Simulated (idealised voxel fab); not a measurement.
Module name: voxel capacitor over wiring (process module)
155 nm wide, 5 nm square cells: that's cross-section cut.
If you're reading a cross-section in this doc, picture square cells in a grid; it comes to you as bands, top ones listed first down to the bottom, and a band can be one or more rows of cells. A band entry consists of two parts. The first gives the height of the band's top and the height of its bottom, in nm. The rest lists the band's materials from left to right, each with its width in nm. A single material labelled with the word "edge to edge" fills the band from edge to edge, and the word "blank" marks empty space. Heights are measured from 0, the level below which the as-received wafer is all one material; the lowest band has no bottom and continues downward, written as in "0 nm and below". Think of "30..40" as a width that walks from the first number to the second as you go down the band, top row to bottom row, taking equal-sized steps from row to row. "left unchanged" after a step means that no cell of the cross-section changed. Empty spaces without an open route to the top, at least 8 cells in extent, make up the entry "Fully closed voids"; each is given as width x height at distance, where the distance is measured from the left edge, and all are in nm. Where a step's line continues beyond its settings, the continuation is a remark by the simulator itself on that step. "overlay nm" answers the question of how far to the right of plan the mask lay on a step that has a mask, and when it is negative the answer is to the left.
[Intended process steps]
1,op RECEIVE | material Si
2,op CONFORMAL_DEP | material SiO2 | thk nm 15
3,op CONFORMAL_DEP | material SiCN | thk nm 5
4,op DIRECTIONAL_DEP | material SiO2 | thk nm 15
5,op PATTERN | tone open | mask id METAL_1 | material resist | width nm 25 | pitch nm 90 | thk nm 20 | overlay nm 0
6,op DIRECTIONAL_ETCH | etch materials SiO2 | depth nm 15
7,op DIRECTIONAL_ETCH | etch materials SiCN | depth nm 5
8,op STRIP | etch materials resist
9,op CONFORMAL_DEP | material TiN | thk nm 5
10,op FILL_DEP | material Ru | thk nm 10
11,op CMP | height nm 35
12,op CONFORMAL_DEP | material SiCN | thk nm 5
13,op DIRECTIONAL_DEP | material SiO2 | thk nm 15
14,op DIRECTIONAL_DEP | material aC | thk nm 10
15,op PATTERN | tone open | mask id PLUG_1 | material resist | width nm 15 | thk nm 25 | overlay nm 0
16,op DIRECTIONAL_ETCH | etch materials aC | depth nm 10
17,op STRIP | etch materials resist
18,op DIRECTIONAL_ETCH | etch materials SiO2 | depth nm 15
19,op DIRECTIONAL_ETCH | etch materials SiCN | depth nm 5
20,op STRIP | etch materials aC
21,op EPI | material Ru | thk nm 10
22,op EPI | material Ru | thk nm 10
23,op DIRECTIONAL_DEP | material TiN | thk nm 10
24,op DIRECTIONAL_DEP | material HfO2 | thk nm 5
25,op DIRECTIONAL_DEP | material TiN | thk nm 5
26,op PATTERN | tone cover | mask id UPPER_PLATE | material resist | width nm 70 | thk nm 15 | overlay nm 0
27,op DIRECTIONAL_ETCH | etch materials TiN | depth nm 5
28,op DIRECTIONAL_ETCH | etch materials HfO2 | depth nm 5
29,op STRIP | etch materials resist
30,op PATTERN | tone cover | mask id LOWER_PLATE | material resist | width nm 80 | thk nm 20 | overlay nm 0
31,op DIRECTIONAL_ETCH | etch materials TiN | depth nm 10
32,op STRIP | etch materials resist
33,op FILL_DEP | material SiO2 | thk nm 20
34,op CMP | height nm 90
35,op PATTERN | tone open | mask id PLUG_2 | material resist | width nm 15 | thk nm 20 | overlay nm 0
36,op DIRECTIONAL_ETCH | etch materials SiO2 | depth nm 15
37,op STRIP | etch materials resist
38,op CONFORMAL_DEP | material TiN | thk nm 5
39,op FILL_DEP | material Ru | thk nm 10
40,op CMP | height nm 90
41,op CONFORMAL_DEP | material SiCN | thk nm 5
[Incoming wafer, cross-sectional view, post step 1]
    0 nm and below = Si edge to edge
    Fully closed voids: none
[Sectioned view, first of two wafers, at the close of the module, processed as intended in the plan]
    95 nm to 90 nm = SiCN edge to edge
    90 nm to 80 nm = 40 nm SiO2  5 nm TiN  5 nm Ru  5 nm TiN  100 nm SiO2
    80 nm to 70 nm = 40..30 nm SiO2  15..70 nm TiN  100..55 nm SiO2
    70 nm to 65 nm = 30 nm SiO2  70 nm HfO2  55 nm SiO2
    65 nm to 55 nm = 25 nm SiO2  80 nm TiN  50 nm SiO2
    55 nm to 40 nm = 30 nm SiO2  15 nm Ru  110 nm SiO2
    40 nm to 35 nm = 30 nm SiCN  15 nm Ru  110 nm SiCN
    35 nm to 20 nm = 20 nm SiO2  5 nm TiN  15 nm Ru  5 nm TiN  65 nm SiO2  5 nm TiN  15 nm Ru  5 nm TiN  20 nm SiO2
    20 nm to 15 nm = 20 nm SiCN  25 nm TiN  65 nm SiCN  25 nm TiN  20 nm SiCN
    15 nm to 0 nm = SiO2 edge to edge
    0 nm and below = Si edge to edge
    Fully closed voids: none
[Wafer two, sectioned after the module: the first wafer's start, the first wafer's plan, and one mistake in how it was run]
    95 nm to 90 nm = SiCN edge to edge
    90 nm to 80 nm = 35 nm Ru  5 nm TiN  15 nm SiO2  5 nm TiN  95 nm Ru
    80 nm to 75 nm = 40 nm TiN  15 nm SiO2  100 nm TiN
    75 nm to 70 nm = 30 nm SiO2  70 nm TiN  55 nm SiO2
    70 nm to 65 nm = 30 nm SiO2  70 nm HfO2  55 nm SiO2
    65 nm to 55 nm = 25 nm SiO2  80 nm TiN  50 nm SiO2
    55 nm to 40 nm = 30 nm SiO2  15 nm Ru  110 nm SiO2
    40 nm to 35 nm = 30 nm SiCN  15 nm Ru  110 nm SiCN
    35 nm to 20 nm = 20 nm SiO2  5 nm TiN  15 nm Ru  5 nm TiN  65 nm SiO2  5 nm TiN  15 nm Ru  5 nm TiN  20 nm SiO2
    20 nm to 15 nm = 20 nm SiCN  25 nm TiN  65 nm SiCN  25 nm TiN  20 nm SiCN
    15 nm to 0 nm = SiO2 edge to edge
    0 nm and below = Si edge to edge
    Fully closed voids: none
What was done differently from what was planned? planned and actual differ for step 35; actual: op PATTERN | tone cover | mask id PLUG_2 | material resist | width nm 15 | thk nm 20 | overlay nm 0
It is noted that, at the conclusion of processing, the second wafer exhibits a higher or lower cell count for certain materials relative to the first: 50 more of Ru | 75 fewer of SiO2 | 25 more of TiN
